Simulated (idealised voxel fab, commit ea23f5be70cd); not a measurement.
Name of the process module below: voxel self aligned contacts
In the cross-section labelled cut, the width is 270 nm and each square cell is 5 nm.
Each cross-section below is a grid of square cells, stated as bands in top-down order, with one or more rows of cells making up each band.
In this notation a band is specified by the heights of its top and bottom, in that order and in nm, after which its materials appear from left to right, each paired with its width in nm. The word "edge to edge" attached to a single material means that material fills the band from edge to edge; the word "blank" stands for empty space.
Heights are measured from 0, the level below which the as-received wafer is all one material; the lowest band has no bottom and continues downward, written as in "z 0 and below".
Note: "30 to 40" means the width goes from the first number (top row of the band) to the second number (bottom row) in equal steps per row of cells.
The cross-section has no changed cell in any step marked "stayed the same".
"Sealed-off cavities" means: voids of 8 cells or more that are shut off from the top with no open way through. Written width x height at distance, distance from the left edge, in nm.
On each step's line, the part that comes after the settings is the simulator's own comment on the step.
"overlay nm" answers the question of how far to the right of plan the mask lay on a step that has a mask, and when it is negative the answer is to the left.

**So here's the lineup of process steps we planned**
1. RECEIVE (material Si)
2. OXIDIZE (depth nm 5)
3. DIRECTIONAL_DEP (material polySi; thk nm 25)
4. DIRECTIONAL_DEP (material SiN; thk nm 25)
5. DIRECTIONAL_DEP (material aC; thk nm 15)
6. PATTERN (tone cover; mask id GATE; material resist; width nm 35; pitch nm 80; thk nm 30; overlay nm 0)
7. DIRECTIONAL_ETCH (etch materials aC; depth nm 15)
8. STRIP (etch materials resist)
9. DIRECTIONAL_ETCH (etch materials SiN; depth nm 25)
10. DIRECTIONAL_ETCH (etch materials polySi; depth nm 25)
11. STRIP (etch materials aC)
12. CONFORMAL_DEP (material SiN; thk nm 10)
13. DIRECTIONAL_ETCH (etch materials SiN; depth nm 10)
14. FILL_DEP (material SiO2; thk nm 15)
15. CMP (height nm 60)
16. DIRECTIONAL_DEP (material aC; thk nm 10)
17. PATTERN (tone open; mask id CONTACT; material resist; width nm 65; thk nm 25; overlay nm 0)
18. DIRECTIONAL_ETCH (etch materials aC; depth nm 10)
19. STRIP (etch materials resist)
20. DIRECTIONAL_ETCH (etch materials SiO2; depth nm 65)
21. STRIP (etch materials aC)
22. CONFORMAL_DEP (material TiN; thk nm 5)
23. FILL_DEP (material Ru; thk nm 10)
24. CMP (height nm 60)
25. CONFORMAL_DEP (material SiN; thk nm 5)

**This is the cross-section of the wafer as we received it, i.e. after step 1**
* z 0 and below | Si edge to edge
* Sealed-off cavities: none

**Look at the cross-section after the module: the wafer started out the way shown above and the plan was the one shown above, yet one mistake was made along the way**
* z 65 to 60 | Ru edge to edge
* z 60 to 50 | 100 of SiO2  5 to 25 of TiN  55 to 15 of Ru  5 to 25 of TiN  105 of SiO2
* z 50 to 25 | 65 of SiO2  55 of SiN  5 of TiN  15 of Ru  5 of TiN  55 of SiN  70 of SiO2
* z 25 to 0 | 65 of SiO2  10 of SiN  35 of polySi  10 of SiN  5 of TiN  15 of Ru  5 of TiN  10 of SiN  35 of polySi  10 of SiN  70 of SiO2
* z 0 to -5 | 120 of SiO2  25 of TiN  125 of SiO2
* z -5 and below | Si edge to edge
* Sealed-off cavities: none
Short version of what went wrong: planned and actual differ for step 25; actual: CONFORMAL_DEP (material Ru; thk nm 5)
